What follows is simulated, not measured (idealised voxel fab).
Process module heading - voxel ribs on slabs
We display cut, a cross-section 185 nm in width whose square cells are each 5 nm.
If you're reading a cross-section in this doc, picture square cells in a grid; it comes to you as bands, top ones listed first down to the bottom, and a band can be one or more rows of cells.
Read a band's entry like this: the first values are the height of its top and the height of its bottom in nm, and what follows is the sequence of materials from left to right, each with its width in nm. Note that "empty" is empty space, and that a single material marked "everywhere" reaches across the band from edge to edge.
Convention: height 0 is the level below which the wafer, as received, is all one material. The lowest band does not terminate at the bottom but continues downward, represented as "0 down".
So if you see something like "30 to 40" for the width, read it as the top row of the band sitting at the first number and the bottom row at the second, with every row in between moving by the same amount as the last.
"no alterations made" (step): cross-section cells unchanged, all of them.
If an empty space has no open way to the top and is at least 8 cells in size, "Closed void table" lists it, written width x height at distance, where distance is measured from the left edge and every value is in nm.
What comes after the settings on a step's line is commentary from the simulator itself on that step.
Regarding "overlay nm": on a step with a mask, it is the distance the mask lay to the right of its planned place; a negative value places it to the left.
Planned step list for the process
1,RECEIVE with material Si
2,DIRECTIONAL_DEP with material SiO2, thk nm 25
3,DIRECTIONAL_DEP with material SiN, thk nm 15
4,DIRECTIONAL_DEP with material aC, thk nm 15
5,PATTERN with tone cover, mask id RIB, material resist, width nm 30, thk nm 35, overlay nm 0
6,DIRECTIONAL_ETCH with etch materials aC, depth nm 15
7,STRIP with etch materials resist
8,DIRECTIONAL_ETCH with etch materials SiN, depth nm 5
9,STRIP with etch materials aC
10,DIRECTIONAL_DEP with material aC, thk nm 10
11,PATTERN with tone cover, mask id SLAB, material resist, width nm 80, thk nm 30, overlay nm 0
12,DIRECTIONAL_ETCH with etch materials aC, depth nm 10
13,STRIP with etch materials resist
14,DIRECTIONAL_ETCH with etch materials SiN, depth nm 10
15,STRIP with etch materials aC
16,FILL_DEP with material SiO2, thk nm 15
17,CMP with height nm 55
18,DIRECTIONAL_DEP with material W, thk nm 10
19,MASKED_ETCH with tone cover, mask id HEATER, width nm 40, etch materials W, depth nm 10, overlay nm 0
20,CONFORMAL_DEP with material SiN, thk nm 10
Among the wafers covered here, the point of difference is the thk nm at step 2; their starting state is shared, and the plan presents the value of the first wafer.
Step 1 complete: as-received cross-section of the first of several wafers
- 0 down = Si everywhere
- Closed void table: none
First of several wafers, sectioned at end of module (last step: step 20)
- 75 to 65 = empty=60; SiN=60; empty=65
- 65 to 55 = SiN=70; W=40; SiN=75
- 55 to 40 = SiO2 everywhere
- 40 to 35 = SiO2=75; SiN=30; SiO2=80
- 35 to 25 = SiO2=50; SiN=80; SiO2=55
- 25 to 0 = SiO2 everywhere
- 0 down = Si everywhere
- Closed void table: none
Final wafer cross-section at module end
- 75 to 65 = empty=60; SiN=60; empty=65
- 65 to 55 = SiN=70; W=40; SiN=75
- 55 to 45 = SiO2=50; SiN=80; SiO2=55
- 45 to 0 = SiO2 everywhere
- 0 down = Si everywhere
- Closed void table: none
Each wafer at the end: cells of each material gained (+) or lost (-) since it was received, then its closed voids
thk nm 25; +120 SiN; +369 SiO2; +16 W; Closed void table: none
thk nm 30; +120 SiN; +369 SiO2; +16 W; Closed void table: none
thk nm 35; +120 SiN; +369 SiO2; +16 W; Closed void table: none
thk nm 40; +120 SiN; +369 SiO2; +16 W; Closed void table: none
thk nm 45; +114 SiN; +375 SiO2; +16 W; Closed void table: none
